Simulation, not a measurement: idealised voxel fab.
Proc. module: voxel spacer lines
The cross-section shown here is cut; it is 230 nm wide and divided into square cells measuring 5 nm on a side.
Notation: cross-section as square-cell grid; stated in bands, top first, going down; one or more cell rows per band. In this notation a band is specified by the heights of its top and bottom, in that order and in nm, after which its materials appear from left to right, each paired with its width in nm. The word "throughout" attached to a single material means that material fills the band from edge to edge; the word "empty" stands for empty space. All heights in this document are referenced to 0, defined as the level beneath which the wafer, as received, consists entirely of one material. The lowest band is not bounded below; it extends indefinitely downward and is written in the form "0 down". Think of "30 to 40" as a width that walks from the first number to the second as you go down the band, top row to bottom row, taking equal-sized steps from row to row. Where the words "nothing changed" appear for a step, the cross-section shows no cell changed by that step; every cell remained as before. "Closed voids list": empty spaces of 8 cells or more with no open way to the top, each given as width x height at distance, distance from the left edge, all in nm. Step line, after settings: the simulator's comment on this step. overlay nm: step with mask; distance mask lay right of planned place; negative value = left of planned place.
**Steps in the process plan**
1. RECEIVE,material Si
2. CONFORMAL_DEP,material Al2O3,thk nm 10
3. DIRECTIONAL_DEP,material polySi,thk nm 20
4. DIRECTIONAL_DEP,material aC,thk nm 30
5. PATTERN,tone cover,mask id MANDREL,material resist,width nm 20,pitch nm 70,thk nm 35,overlay nm -15
6. DIRECTIONAL_ETCH,etch materials aC,depth nm 30
7. STRIP,etch materials resist
8. CONFORMAL_DEP,material SiO2,thk nm 15
9. DIRECTIONAL_ETCH,etch materials SiO2,depth nm 15
10. STRIP,etch materials aC
11. DIRECTIONAL_ETCH,etch materials polySi,depth nm 20
12. STRIP,etch materials SiO2
13. FILL_DEP,material SiO2,thk nm 5
14. CMP,height nm 30
Where the wafers of this document differ is in the overlay nm of step 5; they start out the same, and the plan states the value that applied to the first wafer.
**Received condition of the first of several wafers, sectioned: post-step 1**
    0 down = Si throughout
    Closed voids list: none
**Take any row and you have a wafer at the end of the module: how many cells of each material it has gained (+) or lost (-) since it was received, and then its closed voids**
overlay nm -15, +92 Al2O3, +136 SiO2, +48 polySi, Closed voids list: none
overlay nm -10, +92 Al2O3, +136 SiO2, +48 polySi, Closed voids list: none
overlay nm -5, +92 Al2O3, +136 SiO2, +48 polySi, Closed voids list: none
overlay nm 0, +92 Al2O3, +136 SiO2, +48 polySi, Closed voids list: none
overlay nm 5, +92 Al2O3, +136 SiO2, +48 polySi, Closed voids list: none
overlay nm 10, +92 Al2O3, +136 SiO2, +48 polySi, Closed voids list: none
overlay nm 15, +92 Al2O3, +136 SiO2, +48 polySi, Closed voids list: none
